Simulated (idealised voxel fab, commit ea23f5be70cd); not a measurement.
You're looking at the process module voxel transistor to metal.
The figure presents cross-section cut, which has a width of 150 nm and is divided into square cells with an edge length of 5 nm.
A cross-section in this document is a grid of square cells, and it is written down as bands, the top band listed before the ones below it; a band is made up of one or more rows of cells.
Look at the band entry: it leads with the top's height and the bottom's height in nm. Then it lists the materials left to right, with a width in nm for each. The word "full width" on a single material says that material fills the band edge to edge. The word "air" is empty space.
Basically, 0 is our baseline, since under it the wafer straight out of the box is all one material. The bottom band has no lower end and keeps on going down, so it looks like "0..down".
So if you see something like "30 to 40" for the width, read it as the top row of the band sitting at the first number and the bottom row at the second, with every row in between moving by the same amount as the last.
Step marked "no alterations made"? Then no cell in the cross-section changed in it.
Empty spaces without an open route to the top, at least 8 cells in extent, make up the entry "Closed empty spaces"; each is given as width x height at distance, where the distance is measured from the left edge, and all are in nm.
Formally, on a step line, whatever follows the settings is a remark that the simulator itself makes on the step.
For masked steps, "overlay nm" on the step line gives how far right of plan the mask actually lay; a minus sign means it lay to the left.
[Below is the list of planned process steps]
step 1: RECEIVE | material Si
step 2: OXIDIZE | depth nm 5
step 3: CONFORMAL_DEP | material SiN | thk nm 15
step 4: MASKED_ETCH | tone cover | mask id ACTIVE | width nm 105 | etch materials SiN | depth nm 15 | overlay nm 0
step 5: MASKED_ETCH | tone cover | mask id ACTIVE | width nm 105 | etch materials SiO2 | depth nm 5 | overlay nm 0
step 6: MASKED_ETCH | tone cover | mask id ACTIVE | width nm 105 | etch materials Si | depth nm 35 | overlay nm 0
step 7: OXIDIZE | depth nm 5
step 8: FILL_DEP | material SiO2 | thk nm 5
step 9: CMP | height nm 15
step 10: SELECTIVE_ETCH | etch materials SiO2 | depth nm 10
step 11: STRIP | etch materials SiN
step 12: SELECTIVE_ETCH | etch materials SiO2 | depth nm 5
step 13: OXIDIZE | depth nm 5
step 14: DIRECTIONAL_DEP | material polySi | thk nm 20
step 15: DIRECTIONAL_DEP | material SiCN | thk nm 10
step 16: MASKED_ETCH | tone cover | mask id GATE | width nm 25 | etch materials SiCN | depth nm 20 | overlay nm 0
step 17: MASKED_ETCH | tone cover | mask id GATE | width nm 25 | etch materials polySi | depth nm 30 | overlay nm 0
step 18: CONFORMAL_DEP | material SiN | thk nm 10
step 19: DIRECTIONAL_ETCH | etch materials SiN | depth nm 10
step 20: DIRECTIONAL_ETCH | etch materials SiO2 | depth nm 5
step 21: DIRECTIONAL_ETCH | etch materials Si | depth nm 15
step 22: EPI | material nSi | thk nm 15
step 23: FILL_DEP | material SiO2 | thk nm 10
step 24: CMP | height nm 25
step 25: DIRECTIONAL_DEP | material SiO2 | thk nm 15
step 26: PATTERN | tone open | mask id CONTACT | material resist | width nm 15 | pitch nm 80 | thk nm 15 | overlay nm 0
step 27: DIRECTIONAL_ETCH | etch materials SiO2 | depth nm 50
step 28: STRIP | etch materials resist
step 29: CONFORMAL_DEP | material TiN | thk nm 5
step 30: FILL_DEP | material W | thk nm 10
step 31: CMP | height nm 40
step 32: CONFORMAL_DEP | material SiN | thk nm 5
step 33: DIRECTIONAL_DEP | material lowk | thk nm 25
step 34: DIRECTIONAL_DEP | material aC | thk nm 10
step 35: PATTERN | tone open | mask id METAL_1 | material resist | width nm 15 | pitch nm 80 | thk nm 25 | overlay nm 0
step 36: DIRECTIONAL_ETCH | etch materials aC | depth nm 10
step 37: STRIP | etch materials resist
step 38: DIRECTIONAL_ETCH | etch materials lowk | depth nm 25
step 39: DIRECTIONAL_ETCH | etch materials SiN | depth nm 5
step 40: STRIP | etch materials aC
step 41: CONFORMAL_DEP | material TiN | thk nm 5
step 42: FILL_DEP | material Cu | thk nm 5
step 43: CMP | height nm 70
step 44: CONFORMAL_DEP | material SiN | thk nm 5
[as received, after step 1]
	0..down: Si full width
	Closed empty spaces: none
[first wafer at the end, as planned]
	75..70: SiN full width
	70..45: 25 lowk | 5 TiN | 5 Cu | 5 TiN | 65 lowk | 5 TiN | 5 Cu | 5 TiN | 30 lowk
	45..40: 25 SiN | 15 TiN | 65 SiN | 15 TiN | 30 SiN
	40..25: 25 SiO2 | 5 TiN | 5 W | 5 TiN | 65 SiO2 | 5 TiN | 5 W | 5 TiN | 30 SiO2
	25..15: 25 SiO2 | 5 TiN | 5 W | 5 TiN | 10 SiO2 | 10 SiN | 25 SiCN | 10 SiN | 10 SiO2 | 5 TiN | 5 W | 5 TiN | 30 SiO2
	15..10: 25 SiO2 | 5 TiN | 5 W | 5 TiN | 10 SiO2 | 10 SiN | 25 polySi | 10 SiN | 10 SiO2 | 5 TiN | 5 W | 5 TiN | 30 SiO2
	10..5: 25 SiO2 | 15 TiN | 10 SiO2 | 10 SiN | 25 polySi | 10 SiN | 10 SiO2 | 15 TiN | 30 SiO2
	5..0: 25 SiO2 | 10 TiN | 15 nSi | 10 SiN | 25 polySi | 10 SiN | 15 nSi | 10 TiN | 30 SiO2
	0..-5: 15 SiO2 | 10 SiN | 10 TiN | 15 nSi | 10 SiN | 25 polySi | 10 SiN | 15 nSi | 10 TiN | 10 SiN | 20 SiO2
	-5..-10: 25 SiO2 | 10 TiN | 15 nSi | 45 SiO2 | 15 nSi | 10 TiN | 30 SiO2
	-10..-25: 25 SiO2 | 25 nSi | 45 Si | 25 nSi | 30 SiO2
	-25..-45: 25 SiO2 | 95 Si | 30 SiO2
	-45..down: Si full width
	Closed empty spaces: none
[Now the second wafer, cross-sectioned at the end of the module. Nothing different at the start, nothing different in the plan compared with the first, just one mistake when it was actually run]
	75..70: SiN full width
	70..60: 25 lowk | 5 TiN | 5 Cu | 5 TiN | 65 lowk | 5 TiN | 5 Cu | 5 TiN | 30 lowk
	60..55: 25 SiN | 15 TiN | 65 SiN | 15 TiN | 30 SiN
	55..45: W full width
	45..40: 30 TiN | 5 W | 75 TiN | 5 W | 35 TiN
	40..25: 25 SiO2 | 5 TiN | 5 W | 5 TiN | 65 SiO2 | 5 TiN | 5 W | 5 TiN | 30 SiO2
	25..15: 25 SiO2 | 5 TiN | 5 W | 5 TiN | 10 SiO2 | 10 SiN | 25 SiCN | 10 SiN | 10 SiO2 | 5 TiN | 5 W | 5 TiN | 30 SiO2
	15..10: 25 SiO2 | 5 TiN | 5 W | 5 TiN | 10 SiO2 | 10 SiN | 25 polySi | 10 SiN | 10 SiO2 | 5 TiN | 5 W | 5 TiN | 30 SiO2
	10..5: 25 SiO2 | 15 TiN | 10 SiO2 | 10 SiN | 25 polySi | 10 SiN | 10 SiO2 | 15 TiN | 30 SiO2
	5..0: 25 SiO2 | 10 TiN | 15 nSi | 10 SiN | 25 polySi | 10 SiN | 15 nSi | 10 TiN | 30 SiO2
	0..-5: 15 SiO2 | 10 SiN | 10 TiN | 15 nSi | 10 SiN | 25 polySi | 10 SiN | 15 nSi | 10 TiN | 10 SiN | 20 SiO2
	-5..-10: 25 SiO2 | 10 TiN | 15 nSi | 45 SiO2 | 15 nSi | 10 TiN | 30 SiO2
	-10..-25: 25 SiO2 | 25 nSi | 45 Si | 25 nSi | 30 SiO2
	-25..-45: 25 SiO2 | 95 Si | 30 SiO2
	-45..down: Si full width
	Closed empty spaces: none
What broke from the plan during processing? the run left out plan step 31 entirely, so it was never executed
Wrapping up, a cell-based count of both wafers puts the second over or under the first for these materials: -6 Cu; +16 TiN; +62 W; -72 lowk
